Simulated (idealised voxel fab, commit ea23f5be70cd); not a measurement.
Process module name: voxel transistor to metal
Each square cell in cross-section cut measures 5 nm, and the section as a whole is 225 nm wide.
For the purposes of this document, a cross-section shall be understood as a grid of square cells, specified as bands listed in top-to-bottom order, each band consisting of one or more rows of cells. For a band, the entry starts with two heights in nm, that of the top and then that of the bottom, and carries on with the band's materials in order from left to right, each alongside its width in nm; the word "everywhere" beside a single material means it fills the band edge to edge, and "blank" means empty space. We count height from 0. Below that, the starting wafer is all one material. The lowest band never ends at the bottom but goes on down; see "0 -> down" for how that is written. A width such as "30->40" changes by the same amount from each row of cells to the next, from the band's top row to its bottom row. What does "no alteration" mean for a step? It means no cell of the cross-section changed in that step. This entry, "Closed cavity list", enumerates those empty regions of no fewer than 8 cells that possess no open connection to the top. Each region is reported in the form width x height at distance, the distance being taken from the left edge, with all three quantities expressed in nm. Anything after a step's settings on that line? It's the simulator's own note about the step. "overlay nm" on a masked step: distance the mask lay right of its planned place, negative for left. Note on reading: below, each pair holds a cross-section from before one process step and one from after it; the one from after shows only down to the lowest band that changed. Beneath the pair, the step in between is stated along with its settings. The pairs can stem from different runs of this module on the same starting wafer. Where a pair's entry headed "Before processing step" says so, and only there, that pair continues from the pair above it.
Before processing step
* 0 -> down: Si everywhere
* Closed cavity list: none
Step Result
* 5 -> 0: SiO2 everywhere
* Anything lower than 0 is untouched.
* Closed cavity list: none
Intermediate step for the cross-sections above: CONFORMAL_DEP,material SiO2,thk nm 5
Before processing step: look at the pair above, its after cross-section is where this step starts.
Step Result
* 20 -> 5: SiN everywhere
* Anything lower than 5 is untouched.
* Closed cavity list: none
Intermediate step for the cross-sections above: CONFORMAL_DEP,material SiN,thk nm 15
Before processing step: look at the pair above, its after cross-section is where this step starts.
Step Result
* 20 -> 5: blank 15 nm; SiN 85 nm; blank 25 nm; SiN 85 nm; blank 15 nm
* Anything lower than 5 is untouched.
* Closed cavity list: none
Intermediate step for the cross-sections above: MASKED_ETCH,tone cover,mask id ACTIVE,width nm 85,pitch nm 110,etch materials SiN,depth nm 15,overlay nm 0
Before processing step: look at the pair above, its after cross-section is where this step starts.
Step Result
* 20 -> 5: blank 15 nm; SiN 85 nm; blank 25 nm; SiN 85 nm; blank 15 nm
* 5 -> 0: blank 15 nm; SiO2 85 nm; blank 25 nm; SiO2 85 nm; blank 15 nm
* Anything lower than 0 is untouched.
* Closed cavity list: none
Intermediate step for the cross-sections above: MASKED_ETCH,tone cover,mask id ACTIVE,width nm 85,pitch nm 110,etch materials SiO2,depth nm 5,overlay nm 0
Before processing step: look at the pair above, its after cross-section is where this step starts.
Step Result
* 20 -> 5: blank 15 nm; SiN 85 nm; blank 25 nm; SiN 85 nm; blank 15 nm
* 5 -> 0: blank 15 nm; SiO2 85 nm; blank 25 nm; SiO2 85 nm; blank 15 nm
* 0 -> -30: blank 15 nm; Si 85 nm; blank 25 nm; Si 85 nm; blank 15 nm
* Anything lower than -30 is untouched.
* Closed cavity list: none
Intermediate step for the cross-sections above: MASKED_ETCH,tone cover,mask id ACTIVE,width nm 85,pitch nm 110,etch materials Si,depth nm 30,overlay nm 0
Before processing step: look at the pair above, its after cross-section is where this step starts.
Step Result
* 20 -> 5: blank 15 nm; SiN 85 nm; blank 25 nm; SiN 85 nm; blank 15 nm
* 5 -> 0: blank 15 nm; SiO2 85 nm; blank 25 nm; SiO2 85 nm; blank 15 nm
* 0 -> -30: blank 15 nm; SiO2 5 nm; Si 75 nm; SiO2 5 nm; blank 25 nm; SiO2 5 nm; Si 75 nm; SiO2 5 nm; blank 15 nm
* -30 -> -35: SiO2 20 nm; Si 75 nm; SiO2 35 nm; Si 75 nm; SiO2 20 nm
* Anything lower than -35 is untouched.
* Closed cavity list: none
Intermediate step for the cross-sections above: OXIDIZE,depth nm 5
Before processing step: look at the pair above, its after cross-section is where this step starts.
Step Result
* 30 -> 20: SiO2 everywhere
* 20 -> 5: SiO2 15 nm; SiN 85 nm; SiO2 25 nm; SiN 85 nm; SiO2 15 nm
* 5 -> 0: SiO2 everywhere
* 0 -> -35: SiO2 20 nm; Si 75 nm; SiO2 35 nm; Si 75 nm; SiO2 20 nm
* Anything lower than -35 is untouched.
* Closed cavity list: none
Intermediate step for the cross-sections above: FILL_DEP,material SiO2,thk nm 10
Before processing step: look at the pair above, its after cross-section is where this step starts.
Step Result
* 20 -> 5: SiO2 15 nm; SiN 85 nm; SiO2 25 nm; SiN 85 nm; SiO2 15 nm
* Anything lower than 5 is untouched.
* Closed cavity list: none
Intermediate step for the cross-sections above: CMP,height nm 20
Before processing step: look at the pair above, its after cross-section is where this step starts.
Step Result
* 20 -> 10: blank 15 nm; SiN 85 nm; blank 25 nm; SiN 85 nm; blank 15 nm
* Anything lower than 10 is untouched.
* Closed cavity list: none
Intermediate step for the cross-sections above: SELECTIVE_ETCH,etch materials SiO2,depth nm 10
Before processing step: look at the pair above, its after cross-section is where this step starts.
Step Result
* 10 -> 5: SiO2 15 nm; blank 85 nm; SiO2 25 nm; blank 85 nm; SiO2 15 nm
* Anything lower than 5 is untouched.
* Closed cavity list: none
Intermediate step for the cross-sections above: STRIP,etch materials SiN
Before processing step: look at the pair above, its after cross-section is where this step starts.
Step Result
* 5 -> 0: SiO2 10 nm; blank 95 nm; SiO2 15 nm; blank 95 nm; SiO2 10 nm
* Anything lower than 0 is untouched.
* Closed cavity list: none
Intermediate step for the cross-sections above: SELECTIVE_ETCH,etch materials SiO2,depth nm 5
Before processing step: look at the pair above, its after cross-section is where this step starts.
Step Result
* 5 -> 0: SiO2 10 nm; blank 95 nm; SiO2 15 nm; blank 95 nm; SiO2 10 nm
* 0 -> -5: SiO2 everywhere
* Anything lower than -5 is untouched.
* Closed cavity list: none
Intermediate step for the cross-sections above: OXIDIZE,depth nm 5
Before processing step: look at the pair above, its after cross-section is where this step starts.
Step Result
* 30 -> 25: polySi 10 nm; blank 95 nm; polySi 15 nm; blank 95 nm; polySi 10 nm
* 25 -> 5: polySi everywhere
* 5 -> 0: SiO2 10 nm; polySi 95 nm; SiO2 15 nm; polySi 95 nm; SiO2 10 nm
* Anything lower than 0 is untouched.
* Closed cavity list: none
Intermediate step for the cross-sections above: DIRECTIONAL_DEP,material polySi,thk nm 25
Before processing step: look at the pair above, its after cross-section is where this step starts.
Step Result
* 45 -> 40: SiCN 10 nm; blank 95 nm; SiCN 15 nm; blank 95 nm; SiCN 10 nm
* 40 -> 30: SiCN everywhere
* 30 -> 25: polySi 10 nm; SiCN 95 nm; polySi 15 nm; SiCN 95 nm; polySi 10 nm
* Anything lower than 25 is untouched.
* Closed cavity list: none
Intermediate step for the cross-sections above: DIRECTIONAL_DEP,material SiCN,thk nm 15
Before processing step: look at the pair above, its after cross-section is where this step starts.
Step Result
* 55 -> 50: aC 10 nm; blank 95 nm; aC 15 nm; blank 95 nm; aC 10 nm
* 50 -> 45: aC everywhere
* 45 -> 40: SiCN 10 nm; aC 95 nm; SiCN 15 nm; aC 95 nm; SiCN 10 nm
* Anything lower than 40 is untouched.
* Closed cavity list: none
Intermediate step for the cross-sections above: DIRECTIONAL_DEP,material aC,thk nm 10
Before processing step: look at the pair above, its after cross-section is where this step starts.
Step Result
* 85 -> 55: blank 50 nm; resist 15 nm; blank 95 nm; resist 15 nm; blank 50 nm
* 55 -> 50: aC 10 nm; blank 40 nm; resist 15 nm; blank 40 nm; aC 15 nm; blank 40 nm; resist 15 nm; blank 40 nm; aC 10 nm
* Anything lower than 50 is untouched.
* Closed cavity list: none
Intermediate step for the cross-sections above: PATTERN,tone cover,mask id GATE,material resist,width nm 15,pitch nm 110,thk nm 30,overlay nm 0
Before processing step: look at the pair above, its after cross-section is where this step starts.
Step Result
* 75 -> 50: blank 50 nm; resist 15 nm; blank 95 nm; resist 15 nm; blank 50 nm
* 50 -> 45: blank 50 nm; aC 15 nm; blank 95 nm; aC 15 nm; blank 50 nm
* 45 -> 40: SiCN 10 nm; blank 40 nm; aC 15 nm; blank 40 nm; SiCN 15 nm; blank 40 nm; aC 15 nm; blank 40 nm; SiCN 10 nm
* Anything lower than 40 is untouched.
* Closed cavity list: none
Intermediate step for the cross-sections above: DIRECTIONAL_ETCH,etch materials aC,depth nm 10
Before processing step: look at the pair above, its after cross-section is where this step starts.
Step Result
* 50 -> 45: blank 50 nm; aC 15 nm; blank 95 nm; aC 15 nm; blank 50 nm
* Anything lower than 45 is untouched.
* Closed cavity list: none
Intermediate step for the cross-sections above: STRIP,etch materials resist
Before processing step: look at the pair above, its after cross-section is where this step starts.
Step Result
* 50 -> 40: blank 50 nm; aC 15 nm; blank 95 nm; aC 15 nm; blank 50 nm
* 40 -> 30: blank 50 nm; SiCN 15 nm; blank 95 nm; SiCN 15 nm; blank 50 nm
* 30 -> 25: polySi 10 nm; blank 40 nm; SiCN 15 nm; blank 40 nm; polySi 15 nm; blank 40 nm; SiCN 15 nm; blank 40 nm; polySi 10 nm
* Anything lower than 25 is untouched.
* Closed cavity list: none
Intermediate step for the cross-sections above: DIRECTIONAL_ETCH,etch materials SiCN,depth nm 25
Before processing step: look at the pair above, its after cross-section is where this step starts.
Step Result
* 50 -> 40: blank 50 nm; aC 15 nm; blank 95 nm; aC 15 nm; blank 50 nm
* 40 -> 25: blank 50 nm; SiCN 15 nm; blank 95 nm; SiCN 15 nm; blank 50 nm
* 25 -> 5: blank 50 nm; polySi 15 nm; blank 95 nm; polySi 15 nm; blank 50 nm
* 5 -> 0: SiO2 10 nm; blank 40 nm; polySi 15 nm; blank 40 nm; SiO2 15 nm; blank 40 nm; polySi 15 nm; blank 40 nm; SiO2 10 nm
* Anything lower than 0 is untouched.
* Closed cavity list: none
Intermediate step for the cross-sections above: DIRECTIONAL_ETCH,etch materials polySi,depth nm 35
Before processing step: look at the pair above, its after cross-section is where this step starts.
Step Result
* 40 -> 25: blank 50 nm; SiCN 15 nm; blank 95 nm; SiCN 15 nm; blank 50 nm
* Anything lower than 25 is untouched.
* Closed cavity list: none
Intermediate step for the cross-sections above: STRIP,etch materials aC
Before processing step: look at the pair above, its after cross-section is where this step starts.
Step Result
* 45 -> 40: blank 45 nm; SiN 25 nm; blank 85 nm; SiN 25 nm; blank 45 nm
* 40 -> 25: blank 45 nm; SiN 5 nm; SiCN 15 nm; SiN 5 nm; blank 85 nm; SiN 5 nm; SiCN 15 nm; SiN 5 nm; blank 45 nm
* 25 -> 10: blank 45 nm; SiN 5 nm; polySi 15 nm; SiN 5 nm; blank 85 nm; SiN 5 nm; polySi 15 nm; SiN 5 nm; blank 45 nm
* 10 -> 5: SiN 15 nm; blank 30 nm; SiN 5 nm; polySi 15 nm; SiN 5 nm; blank 30 nm; SiN 25 nm; blank 30 nm; SiN 5 nm; polySi 15 nm; SiN 5 nm; blank 30 nm; SiN 15 nm
* 5 -> 0: SiO2 10 nm; SiN 40 nm; polySi 15 nm; SiN 40 nm; SiO2 15 nm; SiN 40 nm; polySi 15 nm; SiN 40 nm; SiO2 10 nm
* Anything lower than 0 is untouched.
* Closed cavity list: none
Intermediate step for the cross-sections above: CONFORMAL_DEP,material SiN,thk nm 5
Before processing step: look at the pair above, its after cross-section is where this step starts.
Step Result
* 40 -> 25: blank 45 nm; SiN 5 nm; SiCN 15 nm; SiN 5 nm; blank 85 nm; SiN 5 nm; SiCN 15 nm; SiN 5 nm; blank 45 nm
* 25 -> 5: blank 45 nm; SiN 5 nm; polySi 15 nm; SiN 5 nm; blank 85 nm; SiN 5 nm; polySi 15 nm; SiN 5 nm; blank 45 nm
* 5 -> 0: SiO2 10 nm; SiN 5 nm; blank 30 nm; SiN 5 nm; polySi 15 nm; SiN 5 nm; blank 30 nm; SiN 5 nm; SiO2 15 nm; SiN 5 nm; blank 30 nm; SiN 5 nm; polySi 15 nm; SiN 5 nm; blank 30 nm; SiN 5 nm; SiO2 10 nm
* Anything lower than 0 is untouched.
* Closed cavity list: none
Intermediate step for the cross-sections above: DIRECTIONAL_ETCH,etch materials SiN,depth nm 5
Before processing step: look at the pair above, its after cross-section is where this step starts.
Step Result
* 40 -> 25: blank 45 nm; SiN 5 nm; SiCN 15 nm; SiN 5 nm; blank 85 nm; SiN 5 nm; SiCN 15 nm; SiN 5 nm; blank 45 nm
* 25 -> 5: blank 45 nm; SiN 5 nm; polySi 15 nm; SiN 5 nm; blank 85 nm; SiN 5 nm; polySi 15 nm; SiN 5 nm; blank 45 nm
* 5 -> 0: blank 10 nm; SiN 5 nm; blank 30 nm; SiN 5 nm; polySi 15 nm; SiN 5 nm; blank 30 nm; SiN 5 nm; blank 15 nm; SiN 5 nm; blank 30 nm; SiN 5 nm; polySi 15 nm; SiN 5 nm; blank 30 nm; SiN 5 nm; blank 10 nm
* 0 -> -5: SiO2 15 nm; blank 30 nm; SiO2 25 nm; blank 30 nm; SiO2 25 nm; blank 30 nm; SiO2 25 nm; blank 30 nm; SiO2 15 nm
* Anything lower than -5 is untouched.
* Closed cavity list: none
Intermediate step for the cross-sections above: DIRECTIONAL_ETCH,etch materials SiO2,depth nm 5
Before processing step: look at the pair above, its after cross-section is where this step starts.
Step Result
* 40 -> 25: blank 45 nm; SiN 5 nm; SiCN 15 nm; SiN 5 nm; blank 85 nm; SiN 5 nm; SiCN 15 nm; SiN 5 nm; blank 45 nm
* 25 -> 5: blank 45 nm; SiN 5 nm; polySi 15 nm; SiN 5 nm; blank 85 nm; SiN 5 nm; polySi 15 nm; SiN 5 nm; blank 45 nm
* 5 -> 0: blank 10 nm; SiN 5 nm; blank 30 nm; SiN 5 nm; polySi 15 nm; SiN 5 nm; blank 30 nm; SiN 5 nm; blank 15 nm; SiN 5 nm; blank 30 nm; SiN 5 nm; polySi 15 nm; SiN 5 nm; blank 30 nm; SiN 5 nm; blank 10 nm
* 0 -> -5: SiO2 15 nm; blank 30 nm; SiO2 25 nm; blank 30 nm; SiO2 25 nm; blank 30 nm; SiO2 25 nm; blank 30 nm; SiO2 15 nm
* -5 -> -20: SiO2 20 nm; blank 25 nm; Si 25 nm; blank 25 nm; SiO2 35 nm; blank 25 nm; Si 25 nm; blank 25 nm; SiO2 20 nm
* Anything lower than -20 is untouched.
* Closed cavity list: none
Intermediate step for the cross-sections above: DIRECTIONAL_ETCH,etch materials Si,depth nm 15
Before processing step: look at the pair above, its after cross-section is where this step starts.
Step Result
* 40 -> 25: blank 45 nm; SiN 5 nm; SiCN 15 nm; SiN 5 nm; blank 85 nm; SiN 5 nm; SiCN 15 nm; SiN 5 nm; blank 45 nm
* 25 -> 10: blank 45 nm; SiN 5 nm; polySi 15 nm; SiN 5 nm; blank 85 nm; SiN 5 nm; polySi 15 nm; SiN 5 nm; blank 45 nm
* 10 -> 5: blank 30 nm; pSi 15 nm; SiN 5 nm; polySi 15 nm; SiN 5 nm; pSi 15 nm; blank 55 nm; pSi 15 nm; SiN 5 nm; polySi 15 nm; SiN 5 nm; pSi 15 nm; blank 30 nm
* 5 -> 0: blank 10 nm; SiN 5 nm; blank 15 nm; pSi 15 nm; SiN 5 nm; polySi 15 nm; SiN 5 nm; pSi 15 nm; blank 15 nm; SiN 5 nm; blank 15 nm; SiN 5 nm; blank 15 nm; pSi 15 nm; SiN 5 nm; polySi 15 nm; SiN 5 nm; pSi 15 nm; blank 15 nm; SiN 5 nm; blank 10 nm
* 0 -> -5: SiO2 15 nm; blank 15 nm; pSi 15 nm; SiO2 25 nm; pSi 15 nm; blank 15 nm; SiO2 25 nm; blank 15 nm; pSi 15 nm; SiO2 25 nm; pSi 15 nm; blank 15 nm; SiO2 15 nm
* -5 -> -20: SiO2 20 nm; pSi 25 nm; Si 25 nm; pSi 25 nm; SiO2 35 nm; pSi 25 nm; Si 25 nm; pSi 25 nm; SiO2 20 nm
* Anything lower than -20 is untouched.
* Closed cavity list: none
Intermediate step for the cross-sections above: EPI,material pSi,thk nm 15
Before processing step: look at the pair above, its after cross-section is where this step starts.
Step Result
* 50 -> 40: SiO2 everywhere
* 40 -> 25: SiO2 45 nm; SiN 5 nm; SiCN 15 nm; SiN 5 nm; SiO2 85 nm; SiN 5 nm; SiCN 15 nm; SiN 5 nm; SiO2 45 nm
* 25 -> 10: SiO2 45 nm; SiN 5 nm; polySi 15 nm; SiN 5 nm; SiO2 85 nm; SiN 5 nm; polySi 15 nm; SiN 5 nm; SiO2 45 nm
* 10 -> 5: SiO2 30 nm; pSi 15 nm; SiN 5 nm; polySi 15 nm; SiN 5 nm; pSi 15 nm; SiO2 55 nm; pSi 15 nm; SiN 5 nm; polySi 15 nm; SiN 5 nm; pSi 15 nm; SiO2 30 nm
* 5 -> 0: SiO2 10 nm; SiN 5 nm; SiO2 15 nm; pSi 15 nm; SiN 5 nm; polySi 15 nm; SiN 5 nm; pSi 15 nm; SiO2 15 nm; SiN 5 nm; SiO2 15 nm; SiN 5 nm; SiO2 15 nm; pSi 15 nm; SiN 5 nm; polySi 15 nm; SiN 5 nm; pSi 15 nm; SiO2 15 nm; SiN 5 nm; SiO2 10 nm
* 0 -> -5: SiO2 30 nm; pSi 15 nm; SiO2 25 nm; pSi 15 nm; SiO2 55 nm; pSi 15 nm; SiO2 25 nm; pSi 15 nm; SiO2 30 nm
* Anything lower than -5 is untouched.
* Closed cavity list: none
Intermediate step for the cross-sections above: FILL_DEP,material SiO2,thk nm 10
Before processing step: look at the pair above, its after cross-section is where this step starts.
Step Result
* 40 -> 25: SiO2 45 nm; SiN 5 nm; SiCN 15 nm; SiN 5 nm; SiO2 85 nm; SiN 5 nm; SiCN 15 nm; SiN 5 nm; SiO2 45 nm
* Anything lower than 25 is untouched.
* Closed cavity list: none
Intermediate step for the cross-sections above: CMP,height nm 40
Before processing step: look at the pair above, its after cross-section is where this step starts.
Step Result
* 55 -> 40: SiO2 everywhere
* Anything lower than 40 is untouched.
* Closed cavity list: none
Intermediate step for the cross-sections above: DIRECTIONAL_DEP,material SiO2,thk nm 15
Before processing step: look at the pair above, its after cross-section is where this step starts.
Step Result
* 55 -> 40: SiO2 20 nm; blank 15 nm; SiO2 45 nm; blank 15 nm; SiO2 35 nm; blank 15 nm; SiO2 45 nm; blank 15 nm; SiO2 20 nm
* 40 -> 25: SiO2 20 nm; blank 15 nm; SiO2 10 nm; SiN 5 nm; SiCN 15 nm; SiN 5 nm; SiO2 10 nm; blank 15 nm; SiO2 35 nm; blank 15 nm; SiO2 10 nm; SiN 5 nm; SiCN 15 nm; SiN 5 nm; SiO2 10 nm; blank 15 nm; SiO2 20 nm
* 25 -> 10: SiO2 20 nm; blank 15 nm; SiO2 10 nm; SiN 5 nm; polySi 15 nm; SiN 5 nm; SiO2 10 nm; blank 15 nm; SiO2 35 nm; blank 15 nm; SiO2 10 nm; SiN 5 nm; polySi 15 nm; SiN 5 nm; SiO2 10 nm; blank 15 nm; SiO2 20 nm
* 10 -> 5: SiO2 20 nm; blank 10 nm; pSi 15 nm; SiN 5 nm; polySi 15 nm; SiN 5 nm; pSi 15 nm; blank 10 nm; SiO2 35 nm; blank 10 nm; pSi 15 nm; SiN 5 nm; polySi 15 nm; SiN 5 nm; pSi 15 nm; blank 10 nm; SiO2 20 nm
* 5 -> 0: SiO2 10 nm; SiN 5 nm; SiO2 5 nm; blank 10 nm; pSi 15 nm; SiN 5 nm; polySi 15 nm; SiN 5 nm; pSi 15 nm; blank 10 nm; SiO2 5 nm; SiN 5 nm; SiO2 15 nm; SiN 5 nm; SiO2 5 nm; blank 10 nm; pSi 15 nm; SiN 5 nm; polySi 15 nm; SiN 5 nm; pSi 15 nm; blank 10 nm; SiO2 5 nm; SiN 5 nm; SiO2 10 nm
* 0 -> -5: SiO2 20 nm; blank 10 nm; pSi 15 nm; SiO2 25 nm; pSi 15 nm; blank 10 nm; SiO2 35 nm; blank 10 nm; pSi 15 nm; SiO2 25 nm; pSi 15 nm; blank 10 nm; SiO2 20 nm
* Anything lower than -5 is untouched.
* Closed cavity list: none
Intermediate step for the cross-sections above: MASKED_ETCH,tone open,mask id CONTACT,width nm 15,etch materials SiO2,depth nm 60,overlay nm 0
Before processing step: look at the pair above, its after cross-section is where this step starts.
Step Result
* 60 -> 55: TiN 25 nm; blank 5 nm; TiN 55 nm; blank 5 nm; TiN 45 nm; blank 5 nm; TiN 55 nm; blank 5 nm; TiN 25 nm
* 55 -> 40: SiO2 20 nm; TiN 5 nm; blank 5 nm; TiN 5 nm; SiO2 45 nm; TiN 5 nm; blank 5 nm; TiN 5 nm; SiO2 35 nm; TiN 5 nm; blank 5 nm; TiN 5 nm; SiO2 45 nm; TiN 5 nm; blank 5 nm; TiN 5 nm; SiO2 20 nm
* 40 -> 25: SiO2 20 nm; TiN 5 nm; blank 5 nm; TiN 5 nm; SiO2 10 nm; SiN 5 nm; SiCN 15 nm; SiN 5 nm; SiO2 10 nm; TiN 5 nm; blank 5 nm; TiN 5 nm; SiO2 35 nm; TiN 5 nm; blank 5 nm; TiN 5 nm; SiO2 10 nm; SiN 5 nm; SiCN 15 nm; SiN 5 nm; SiO2 10 nm; TiN 5 nm; blank 5 nm; TiN 5 nm; SiO2 20 nm
* 25 -> 15: SiO2 20 nm; TiN 5 nm; blank 5 nm; TiN 5 nm; SiO2 10 nm; SiN 5 nm; polySi 15 nm; SiN 5 nm; SiO2 10 nm; TiN 5 nm; blank 5 nm; TiN 5 nm; SiO2 35 nm; TiN 5 nm; blank 5 nm; TiN 5 nm; SiO2 10 nm; SiN 5 nm; polySi 15 nm; SiN 5 nm; SiO2 10 nm; TiN 5 nm; blank 5 nm; TiN 5 nm; SiO2 20 nm
* 15 -> 10: SiO2 20 nm; TiN 15 nm; SiO2 10 nm; SiN 5 nm; polySi 15 nm; SiN 5 nm; SiO2 10 nm; TiN 15 nm; SiO2 35 nm; TiN 15 nm; SiO2 10 nm; SiN 5 nm; polySi 15 nm; SiN 5 nm; SiO2 10 nm; TiN 15 nm; SiO2 20 nm
* 10 -> 5: SiO2 20 nm; TiN 10 nm; pSi 15 nm; SiN 5 nm; polySi 15 nm; SiN 5 nm; pSi 15 nm; TiN 10 nm; SiO2 35 nm; TiN 10 nm; pSi 15 nm; SiN 5 nm; polySi 15 nm; SiN 5 nm; pSi 15 nm; TiN 10 nm; SiO2 20 nm
* 5 -> 0: SiO2 10 nm; SiN 5 nm; SiO2 5 nm; TiN 10 nm; pSi 15 nm; SiN 5 nm; polySi 15 nm; SiN 5 nm; pSi 15 nm; TiN 10 nm; SiO2 5 nm; SiN 5 nm; SiO2 15 nm; SiN 5 nm; SiO2 5 nm; TiN 10 nm; pSi 15 nm; SiN 5 nm; polySi 15 nm; SiN 5 nm; pSi 15 nm; TiN 10 nm; SiO2 5 nm; SiN 5 nm; SiO2 10 nm
* 0 -> -5: SiO2 20 nm; TiN 10 nm; pSi 15 nm; SiO2 25 nm; pSi 15 nm; TiN 10 nm; SiO2 35 nm; TiN 10 nm; pSi 15 nm; SiO2 25 nm; pSi 15 nm; TiN 10 nm; SiO2 20 nm
* Anything lower than -5 is untouched.
* Closed cavity list: none
Intermediate step for the cross-sections above: CONFORMAL_DEP,material TiN,thk nm 5
Before processing step: look at the pair above, its after cross-section is where this step starts.
Step Result
* 65 -> 60: W everywhere
* 60 -> 55: TiN 25 nm; W 5 nm; TiN 55 nm; W 5 nm; TiN 45 nm; W 5 nm; TiN 55 nm; W 5 nm; TiN 25 nm
* 55 -> 40: SiO2 20 nm; TiN 5 nm; W 5 nm; TiN 5 nm; SiO2 45 nm; TiN 5 nm; W 5 nm; TiN 5 nm; SiO2 35 nm; TiN 5 nm; W 5 nm; TiN 5 nm; SiO2 45 nm; TiN 5 nm; W 5 nm; TiN 5 nm; SiO2 20 nm
* 40 -> 25: SiO2 20 nm; TiN 5 nm; W 5 nm; TiN 5 nm; SiO2 10 nm; SiN 5 nm; SiCN 15 nm; SiN 5 nm; SiO2 10 nm; TiN 5 nm; W 5 nm; TiN 5 nm; SiO2 35 nm; TiN 5 nm; W 5 nm; TiN 5 nm; SiO2 10 nm; SiN 5 nm; SiCN 15 nm; SiN 5 nm; SiO2 10 nm; TiN 5 nm; W 5 nm; TiN 5 nm; SiO2 20 nm
* 25 -> 15: SiO2 20 nm; TiN 5 nm; W 5 nm; TiN 5 nm; SiO2 10 nm; SiN 5 nm; polySi 15 nm; SiN 5 nm; SiO2 10 nm; TiN 5 nm; W 5 nm; TiN 5 nm; SiO2 35 nm; TiN 5 nm; W 5 nm; TiN 5 nm; SiO2 10 nm; SiN 5 nm; polySi 15 nm; SiN 5 nm; SiO2 10 nm; TiN 5 nm; W 5 nm; TiN 5 nm; SiO2 20 nm
* Anything lower than 15 is untouched.
* Closed cavity list: none
Intermediate step for the cross-sections above: FILL_DEP,material W,thk nm 5
Before processing step: look at the pair above, its after cross-section is where this step starts.
Step Result
* 55 -> 40: SiO2 20 nm; TiN 5 nm; W 5 nm; TiN 5 nm; SiO2 45 nm; TiN 5 nm; W 5 nm; TiN 5 nm; SiO2 35 nm; TiN 5 nm; W 5 nm; TiN 5 nm; SiO2 45 nm; TiN 5 nm; W 5 nm; TiN 5 nm; SiO2 20 nm
* Anything lower than 40 is untouched.
* Closed cavity list: none
Intermediate step for the cross-sections above: CMP,height nm 55
Before processing step: look at the pair above, its after cross-section is where this step starts.
Step Result
* 60 -> 55: SiCN everywhere
* Anything lower than 55 is untouched.
* Closed cavity list: none
Intermediate step for the cross-sections above: CONFORMAL_DEP,material SiCN,thk nm 5
Before processing step: look at the pair above, its after cross-section is where this step starts.
Step Result
* 75 -> 60: SiO2 everywhere
* Anything lower than 60 is untouched.
* Closed cavity list: none
Intermediate step for the cross-sections above: DIRECTIONAL_DEP,material SiO2,thk nm 15
Before processing step: look at the pair above, its after cross-section is where this step starts.
Step Result
* 75 -> 60: SiO2 20 nm; blank 15 nm; SiO2 45 nm; blank 15 nm; SiO2 35 nm; blank 15 nm; SiO2 45 nm; blank 15 nm; SiO2 20 nm
* Anything lower than 60 is untouched.
* Closed cavity list: none
Intermediate step for the cross-sections above: MASKED_ETCH,tone open,mask id METAL_1,width nm 15,etch materials SiO2,depth nm 15,overlay nm 0
Before processing step: look at the pair above, its after cross-section is where this step starts.
Step Result
* 75 -> 60: SiO2 20 nm; blank 15 nm; SiO2 45 nm; blank 15 nm; SiO2 35 nm; blank 15 nm; SiO2 45 nm; blank 15 nm; SiO2 20 nm
* 60 -> 55: SiCN 20 nm; blank 15 nm; SiCN 45 nm; blank 15 nm; SiCN 35 nm; blank 15 nm; SiCN 45 nm; blank 15 nm; SiCN 20 nm
* Anything lower than 55 is untouched.
* Closed cavity list: none
Intermediate step for the cross-sections above: MASKED_ETCH,tone open,mask id METAL_1,width nm 15,etch materials SiCN,depth nm 5,overlay nm 0
Before processing step: look at the pair above, its after cross-section is where this step starts.
Step Result
* 80 -> 75: TiN 25 nm; blank 5 nm; TiN 55 nm; blank 5 nm; TiN 45 nm; blank 5 nm; TiN 55 nm; blank 5 nm; TiN 25 nm
* 75 -> 60: SiO2 20 nm; TiN 5 nm; blank 5 nm; TiN 5 nm; SiO2 45 nm; TiN 5 nm; blank 5 nm; TiN 5 nm; SiO2 35 nm; TiN 5 nm; blank 5 nm; TiN 5 nm; SiO2 45 nm; TiN 5 nm; blank 5 nm; TiN 5 nm; SiO2 20 nm
* 60 -> 55: SiCN 20 nm; TiN 15 nm; SiCN 45 nm; TiN 15 nm; SiCN 35 nm; TiN 15 nm; SiCN 45 nm; TiN 15 nm; SiCN 20 nm
* Anything lower than 55 is untouched.
* Closed cavity list: none
Intermediate step for the cross-sections above: CONFORMAL_DEP,material TiN,thk nm 5
Before processing step: look at the pair above, its after cross-section is where this step starts.
Step Result
* 90 -> 80: Ru everywhere
* 80 -> 75: TiN 25 nm; Ru 5 nm; TiN 55 nm; Ru 5 nm; TiN 45 nm; Ru 5 nm; TiN 55 nm; Ru 5 nm; TiN 25 nm
* 75 -> 60: SiO2 20 nm; TiN 5 nm; Ru 5 nm; TiN 5 nm; SiO2 45 nm; TiN 5 nm; Ru 5 nm; TiN 5 nm; SiO2 35 nm; TiN 5 nm; Ru 5 nm; TiN 5 nm; SiO2 45 nm; TiN 5 nm; Ru 5 nm; TiN 5 nm; SiO2 20 nm
* Anything lower than 60 is untouched.
* Closed cavity list: none
Intermediate step for the cross-sections above: FILL_DEP,material Ru,thk nm 10
Before processing step: look at the pair above, its after cross-section is where this step starts.
Step Result
* 75 -> 60: SiO2 20 nm; TiN 5 nm; Ru 5 nm; TiN 5 nm; SiO2 45 nm; TiN 5 nm; Ru 5 nm; TiN 5 nm; SiO2 35 nm; TiN 5 nm; Ru 5 nm; TiN 5 nm; SiO2 45 nm; TiN 5 nm; Ru 5 nm; TiN 5 nm; SiO2 20 nm
* Anything lower than 60 is untouched.
* Closed cavity list: none
Intermediate step for the cross-sections above: CMP,height nm 75
Before processing step: look at the pair above, its after cross-section is where this step starts.
Step Result
* 80 -> 75: SiN everywhere
* Anything lower than 75 is untouched.
* Closed cavity list: none
Intermediate step for the cross-sections above: CONFORMAL_DEP,material SiN,thk nm 5
